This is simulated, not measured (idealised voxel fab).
Title: Process Module voxel ribs on slabs
Cross-sectional view cut (width: 270 nm; square cell size: 5 nm).
In what follows, cross-sections appear as grids of square cells, described through bands that run from the top down, where every band is one or more rows of cells.
Read a band's entry like this: the first values are the height of its top and the height of its bottom in nm, and what follows is the sequence of materials from left to right, each with its width in nm. Note that "air" is empty space, and that a single material marked "all across" reaches across the band from edge to edge.
Heads up on the height convention: 0 is the point under which the incoming wafer is all one material, and the lowest band has no bottom, it just keeps going down, like "from 0 down".
When a width is written as two numbers, as in "30->40", the first number is the width in the top row of cells of the band and the second is the width in its bottom row, and the width changes by the same amount from each row to the next.
When a step is marked "no alteration", none of the cells in the cross-section changed during that step.
The label "Fully enclosed voids" introduces a list of the empty spaces, 8 cells or larger, that have no open way up to the top; each entry in it reads width x height at distance, where the distance is taken from the left edge and all three are stated in nm.
after a step's settings: what the simulator itself notes on the step
The line of a step may include "overlay nm". On a step with a mask, this value is how far to the right of its planned place the mask lay. A negative value means the mask lay to the left.

plan:
1: RECEIVE,material Si
2: DIRECTIONAL_DEP,material SiO2,thk nm 30
3: DIRECTIONAL_DEP,material polySi,thk nm 20
4: PATTERN,tone cover,mask id RIB,material resist,width nm 20,thk nm 15,overlay nm 0
5: DIRECTIONAL_ETCH,etch materials polySi,depth nm 5
6: STRIP,etch materials resist
7: DIRECTIONAL_DEP,material aC,thk nm 15
8: PATTERN,tone cover,mask id SLAB,material resist,width nm 50,thk nm 35,overlay nm 0
9: DIRECTIONAL_ETCH,etch materials aC,depth nm 15
10: STRIP,etch materials resist
11: DIRECTIONAL_ETCH,etch materials polySi,depth nm 15
12: STRIP,etch materials aC
13: FILL_DEP,material SiO2,thk nm 25
14: CMP,height nm 65
15: DIRECTIONAL_DEP,material TiN,thk nm 5
16: PATTERN,tone cover,mask id HEATER,material resist,width nm 30,thk nm 15,overlay nm 0
17: DIRECTIONAL_ETCH,etch materials TiN,depth nm 5
18: STRIP,etch materials resist
19: CONFORMAL_DEP,material SiO2,thk nm 10
For clarity, it should be stated that the wafers under discussion commence in an identical condition and differ with respect to the thk nm of step 15, the plan indicating the value that the first wafer had.

Received wafers, first of several: cross-section after step 1:
from 0 down | Si all across
Fully enclosed voids: none

Once step 19, the last step, is complete, the module is at its end; this is the cross-section of the first of several wafers:
from 80 to 75 | air 110 nm, then SiO2 50 nm, then air 110 nm
from 75 to 70 | SiO2 all across
from 70 to 65 | SiO2 120 nm, then TiN 30 nm, then SiO2 120 nm
from 65 to 50 | SiO2 all across
from 50 to 45 | SiO2 125 nm, then polySi 20 nm, then SiO2 125 nm
from 45 to 30 | SiO2 110 nm, then polySi 50 nm, then SiO2 110 nm
from 30 to 0 | SiO2 all across
from 0 down | Si all across
Fully enclosed voids: none

End of module, last wafer sectioned:
from 95 to 90 | air 110 nm, then SiO2 50 nm, then air 110 nm
from 90 to 85 | SiO2 all across
from 85 to 80 | SiO2 120 nm, then TiN 30 nm, then SiO2 120 nm
from 80 to 65 | TiN all across
from 65 to 50 | SiO2 all across
from 50 to 45 | SiO2 125 nm, then polySi 20 nm, then SiO2 125 nm
from 45 to 30 | SiO2 110 nm, then polySi 50 nm, then SiO2 110 nm
from 30 to 0 | SiO2 all across
from 0 down | Si all across
Fully enclosed voids: none

Take any row and you have a wafer at the end of the module: how many cells of each material it has gained (+) or lost (-) since it was received, and then its closed voids:
thk nm 5, +780 SiO2, +6 TiN, +34 polySi, Fully enclosed voids: none
thk nm 10, +780 SiO2, +60 TiN, +34 polySi, Fully enclosed voids: none
thk nm 15, +780 SiO2, +114 TiN, +34 polySi, Fully enclosed voids: none
thk nm 20, +780 SiO2, +168 TiN, +34 polySi, Fully enclosed voids: none
